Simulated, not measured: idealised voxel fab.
process module | voxel self aligned vias
cross-section cut | 145 nm wide | cells 5 nm
A cross-section is a grid of square cells, given in bands from the top down. A band is one or more rows of cells.
Each band's line starts with the height of the band's top and of its bottom, in nm. Then come its materials from left to right, each with its width in nm. One material with "throughout" fills the band from edge to edge. "air" is empty space.
Height 0 is the level under which the wafer as received is all one material. The lowest band goes on downwards, as in "0 down".
A width such as "30 to 40" changes by the same amount from each row of cells to the next, from the band's top row to its bottom row.
"no change" after a step means that no cell of the cross-section changed.
closed voids: empty space of 8 cells or more with no open way to the top, each as width x height at its distance from the left edge, in nm
after a step's settings: what the simulator itself notes on the step
overlay nm, on a step with a mask: how far to the right of its planned place the mask lay; to the left if negative
plan
1 op RECEIVE | material Si
2 op CONFORMAL_DEP | material SiO2 | thk nm 10
3 op CONFORMAL_DEP | material SiCN | thk nm 5
4 op DIRECTIONAL_DEP | material SiO2 | thk nm 20
5 op MASKED_ETCH | tone open | mask id LINES | width nm 20 | pitch nm 45 | etch materials SiO2 | depth nm 20 | overlay nm 0
6 op CONFORMAL_DEP | material TiN | thk nm 5
7 op FILL_DEP | material W | thk nm 5
8 op CMP | height nm 35
9 op SELECTIVE_ETCH | etch materials W Ru TiN | depth nm 10
10 op FILL_DEP | material SiN | thk nm 10
11 op CMP | height nm 35
12 op DIRECTIONAL_DEP | material SiO2 | thk nm 15
13 op PATTERN | tone open | mask id VIAS | material resist | width nm 30 | thk nm 20 | overlay nm 0
14 op DIRECTIONAL_ETCH | etch materials SiO2 | depth nm 15
15 op DIRECTIONAL_ETCH | etch materials SiN | depth nm 10
16 op STRIP | etch materials resist
17 op CONFORMAL_DEP | material TiN | thk nm 5
18 op FILL_DEP | material W | thk nm 5
19 op CMP | height nm 50
20 op CONFORMAL_DEP | material SiCN | thk nm 5
as received, after step 1
  0 down: Si throughout
  closed voids: none
a wafer at the end: this start, this plan, one mistake
  55 to 50: SiCN throughout
  50 to 40: SiO2 35 | TiN 5 | SiO2 20 | TiN 5 | SiO2 80
  40 to 35: SiO2 35 | TiN 10 | SiO2 10 | TiN 10 | SiO2 80
  35 to 30: SiO2 40 | TiN 5 | SiO2 10 | TiN 5 | SiO2 25 | SiN 20 | SiO2 40
  30 to 25: SiO2 40 | TiN 20 | SiO2 25 | SiN 20 | SiO2 40
  25 to 20: SiO2 40 | TiN 5 | W 10 | TiN 5 | SiO2 25 | TiN 5 | W 10 | TiN 5 | SiO2 40
  20 to 15: SiO2 40 | TiN 20 | SiO2 25 | TiN 20 | SiO2 40
  15 to 10: SiCN throughout
  10 to 0: SiO2 throughout
  0 down: Si throughout
  closed voids: none
what went wrong: step 18 ran as: op FILL_DEP | material SiO2 | thk nm 5
